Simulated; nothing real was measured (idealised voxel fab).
process module | voxel wiring stack
cross-section cut | 220 nm wide | cells 5 nm
A cross-section is a grid of square cells, given in bands from the top down. A band is one or more rows of cells.
Each band's line starts with the height of the band's top and of its bottom, in nm. Then come its materials from left to right, each with its width in nm. One material with "throughout" fills the band from edge to edge. "air" is empty space.
Height 0 is the level under which the wafer as received is all one material. The lowest band goes on downwards, as in "0 down".
A width such as "30 to 40" changes by the same amount from each row of cells to the next, from the band's top row to its bottom row.
"no change" after a step means that no cell of the cross-section changed.
closed voids: empty space of 8 cells or more with no open way to the top, each as width x height at its distance from the left edge, in nm
after a step's settings: what the simulator itself notes on the step
overlay nm, on a step with a mask: how far to the right of its planned place the mask lay; to the left if negative
plan
1 op RECEIVE | material Si
2 op CONFORMAL_DEP | material SiO2 | thk nm 10
3 op DIRECTIONAL_DEP | material TiN | thk nm 5
4 op DIRECTIONAL_DEP | material Ru | thk nm 20
5 op DIRECTIONAL_DEP | material aC | thk nm 15
6 op PATTERN | tone cover | mask id METAL_1 | material resist | width nm 20 | pitch nm 45 | thk nm 35 | overlay nm 0
7 op DIRECTIONAL_ETCH | etch materials aC | depth nm 15
8 op STRIP | etch materials resist
9 op DIRECTIONAL_ETCH | etch materials Ru | depth nm 20
10 op DIRECTIONAL_ETCH | etch materials TiN | depth nm 5
11 op STRIP | etch materials aC
12 op CONFORMAL_DEP | material SiCN | thk nm 5
13 op FILL_DEP | material lowk | thk nm 5
14 op CMP | height nm 35
15 op CONFORMAL_DEP | material SiCN | thk nm 5
16 op DIRECTIONAL_DEP | material lowk | thk nm 15
17 op DIRECTIONAL_DEP | material aC | thk nm 10
18 op PATTERN | tone open | mask id PLUG_1 | material resist | width nm 15 | pitch nm 45 | thk nm 25 | overlay nm 0
19 op DIRECTIONAL_ETCH | etch materials aC | depth nm 10
20 op STRIP | etch materials resist
21 op DIRECTIONAL_ETCH | etch materials lowk | depth nm 15
22 op DIRECTIONAL_ETCH | etch materials SiCN | depth nm 5
23 op STRIP | etch materials aC
24 op EPI | material Ru | thk nm 10
25 op EPI | material Ru | thk nm 10
26 op DIRECTIONAL_DEP | material TiN | thk nm 5
27 op DIRECTIONAL_DEP | material W | thk nm 25
28 op DIRECTIONAL_DEP | material aC | thk nm 15
29 op PATTERN | tone cover | mask id METAL_2 | material resist | width nm 20 | pitch nm 45 | thk nm 30 | overlay nm 0
30 op DIRECTIONAL_ETCH | etch materials aC | depth nm 15
31 op STRIP | etch materials resist
32 op DIRECTIONAL_ETCH | etch materials W | depth nm 25
33 op DIRECTIONAL_ETCH | etch materials TiN | depth nm 5
34 op STRIP | etch materials aC
35 op FILL_DEP | material lowk | thk nm 10
36 op CMP | height nm 85
37 op CONFORMAL_DEP | material SiCN | thk nm 5
38 op DIRECTIONAL_DEP | material lowk | thk nm 30
39 op PATTERN | tone open | mask id METAL_3 | material resist | width nm 20 | pitch nm 45 | thk nm 20 | overlay nm 0
40 op DIRECTIONAL_ETCH | etch materials lowk | depth nm 15
41 op STRIP | etch materials resist
42 op MASKED_ETCH | tone open | mask id METAL_3_HOLES | width nm 15 | pitch nm 45 | etch materials lowk | depth nm 15 | overlay nm 0
43 op MASKED_ETCH | tone open | mask id METAL_3_HOLES | width nm 15 | pitch nm 45 | etch materials SiCN | depth nm 5 | overlay nm 0
44 op CONFORMAL_DEP | material TiN | thk nm 5
45 op FILL_DEP | material Cu | thk nm 5
46 op CMP | height nm 120
47 op CONFORMAL_DEP | material SiN | thk nm 5
as received, after step 1
  0 down: Si throughout
  closed voids: none
a wafer at the end: this start, this plan, one mistake
  135 to 120: SiN throughout
  120 to 110: lowk 75 | TiN 5 | Cu 10 | TiN 5 | lowk 25 | TiN 5 | Cu 10 | TiN 5 | lowk 80
  110 to 105: lowk 75 | TiN 5 | Cu 5 | TiN 10 | lowk 25 | TiN 5 | Cu 5 | TiN 10 | lowk 80
  105 to 90: lowk 75 | TiN 5 | Cu 5 | TiN 5 | lowk 30 | TiN 5 | Cu 5 | TiN 5 | lowk 85
  90 to 85: SiCN 75 | TiN 15 | SiCN 30 | TiN 15 | SiCN 85
  85 to 60: lowk 75 | W 20 | lowk 25 | W 20 | lowk 80
  60 to 55: lowk 75 | TiN 20 | lowk 25 | TiN 20 | lowk 80
  55 to 40: lowk 75 | Ru 15 | lowk 30 | Ru 15 | lowk 85
  40 to 35: SiCN 75 | Ru 15 | SiCN 30 | Ru 15 | SiCN 85
  35 to 15: lowk 70 | SiCN 5 | Ru 20 | SiCN 5 | lowk 15 | SiCN 5 | Ru 20 | SiCN 5 | lowk 75
  15 to 10: SiCN 75 | TiN 20 | SiCN 25 | TiN 20 | SiCN 80
  10 to 0: SiO2 throughout
  0 down: Si throughout
  closed voids: none
what went wrong: step 47 ran as: op CONFORMAL_DEP | material SiN | thk nm 15
